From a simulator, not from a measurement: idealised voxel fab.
process module | voxel capacitor over wiring
cross-section cut | 295 nm wide | cells 5 nm
A cross-section is a grid of square cells, given in bands from the top down. A band is one or more rows of cells.
Each band's line starts with the height of the band's top and of its bottom, in nm. Then come its materials from left to right, each with its width in nm. One material with "throughout" fills the band from edge to edge. "air" is empty space.
Height 0 is the level under which the wafer as received is all one material. The lowest band goes on downwards, as in "0 down".
A width such as "30 to 40" changes by the same amount from each row of cells to the next, from the band's top row to its bottom row.
"no change" after a step means that no cell of the cross-section changed.
closed voids: empty space of 8 cells or more with no open way to the top, each as width x height at its distance from the left edge, in nm
after a step's settings: what the simulator itself notes on the step
overlay nm, on a step with a mask: how far to the right of its planned place the mask lay; to the left if negative
plan
1 op RECEIVE | material Si
2 op CONFORMAL_DEP | material SiO2 | thk nm 10
3 op CONFORMAL_DEP | material SiN | thk nm 5
4 op DIRECTIONAL_DEP | material lowk | thk nm 25
5 op MASKED_ETCH | tone open | mask id METAL_1 | width nm 20 | pitch nm 85 | etch materials lowk | depth nm 25 | overlay nm 0
6 op MASKED_ETCH | tone open | mask id METAL_1 | width nm 20 | pitch nm 85 | etch materials SiN | depth nm 5 | overlay nm 0
7 op CONFORMAL_DEP | material TiN | thk nm 5
8 op FILL_DEP | material Cu | thk nm 5
9 op CMP | height nm 40
10 op CONFORMAL_DEP | material SiCN | thk nm 5
11 op DIRECTIONAL_DEP | material lowk | thk nm 10
12 op MASKED_ETCH | tone open | mask id PLUG_1 | width nm 15 | etch materials lowk | depth nm 10 | overlay nm 0
13 op MASKED_ETCH | tone open | mask id PLUG_1 | width nm 15 | etch materials SiCN | depth nm 5 | overlay nm 0
14 op EPI | material Ru | thk nm 10
15 op EPI | material Ru | thk nm 5
16 op DIRECTIONAL_DEP | material TiN | thk nm 10
17 op DIRECTIONAL_DEP | material SiN | thk nm 5
18 op DIRECTIONAL_DEP | material TiN | thk nm 5
19 op DIRECTIONAL_DEP | material aC | thk nm 15
20 op PATTERN | tone cover | mask id UPPER_PLATE | material resist | width nm 70 | thk nm 30 | overlay nm 0
21 op DIRECTIONAL_ETCH | etch materials aC | depth nm 15
22 op STRIP | etch materials resist
23 op DIRECTIONAL_ETCH | etch materials TiN | depth nm 5
24 op DIRECTIONAL_ETCH | etch materials SiN | depth nm 5
25 op STRIP | etch materials aC
26 op DIRECTIONAL_DEP | material aC | thk nm 15
27 op PATTERN | tone cover | mask id LOWER_PLATE | material resist | width nm 80 | thk nm 30 | overlay nm 0
28 op DIRECTIONAL_ETCH | etch materials aC | depth nm 15
29 op STRIP | etch materials resist
30 op DIRECTIONAL_ETCH | etch materials TiN | depth nm 10
31 op STRIP | etch materials aC
32 op FILL_DEP | material SiO2 | thk nm 15
33 op CMP | height nm 85
34 op PATTERN | tone open | mask id PLUG_2 | material resist | width nm 15 | thk nm 15 | overlay nm 0
35 op DIRECTIONAL_ETCH | etch materials SiO2 | depth nm 10
36 op STRIP | etch materials resist
37 op CONFORMAL_DEP | material TiN | thk nm 5
38 op FILL_DEP | material W | thk nm 5
39 op CMP | height nm 85
40 op CONFORMAL_DEP | material SiCN | thk nm 5
as received, after step 1
  0 down: Si throughout
  closed voids: none
first wafer at the end, as planned
  90 to 85: SiCN throughout
  85 to 80: SiO2 110 | TiN 5 | W 5 | TiN 5 | SiO2 170
  80 to 70: SiO2 110 to 100 | TiN 15 to 70 | SiO2 170 to 125
  70 to 65: SiO2 100 | SiN 70 | SiO2 125
  65 to 55: SiO2 95 | TiN 80 | SiO2 120
  55 to 45: lowk 100 | Ru 15 | lowk 180
  45 to 40: SiCN 100 | Ru 15 | SiCN 180
  40 to 15: lowk 95 | TiN 5 | Cu 10 | TiN 5 | lowk 65 | TiN 5 | Cu 10 | TiN 5 | lowk 95
  15 to 10: SiN 95 | TiN 20 | SiN 65 | TiN 20 | SiN 95
  10 to 0: SiO2 throughout
  0 down: Si throughout
  closed voids: none
second wafer at the end: like start, like plan, one mistake
  90 to 85: SiCN throughout
  85 to 80: SiO2 110 | TiN 5 | W 5 | TiN 5 | SiO2 170
  80 to 70: SiO2 110 to 100 | TiN 15 to 70 | SiO2 170 to 125
  70 to 65: SiO2 100 | SiN 70 | SiO2 125
  65 to 55: SiO2 95 | TiN 80 | SiO2 120
  55 to 45: lowk 100 | Ru 15 | lowk 180
  45 to 40: SiCN 100 | Ru 15 | SiCN 180
  40 to 20: lowk 95 | TiN 5 | Cu 10 | TiN 5 | lowk 65 | TiN 5 | Cu 10 | TiN 5 | lowk 95
  20 to 15: lowk 95 | TiN 5 | Cu 5 | TiN 10 | lowk 65 | TiN 5 | Cu 5 | TiN 10 | lowk 95
  15 to 10: SiN 95 | TiN 15 | SiN 70 | TiN 15 | SiN 100
  10 to 0: SiO2 throughout
  0 down: Si throughout
  closed voids: none
what went wrong: step 6 ran as: op MASKED_ETCH | tone open | mask id METAL_1 | width nm 20 | pitch nm 85 | etch materials SiN | depth nm 5 | overlay nm -5
at the end the second wafer has, in cells: 2 fewer of Cu | 2 more of SiN
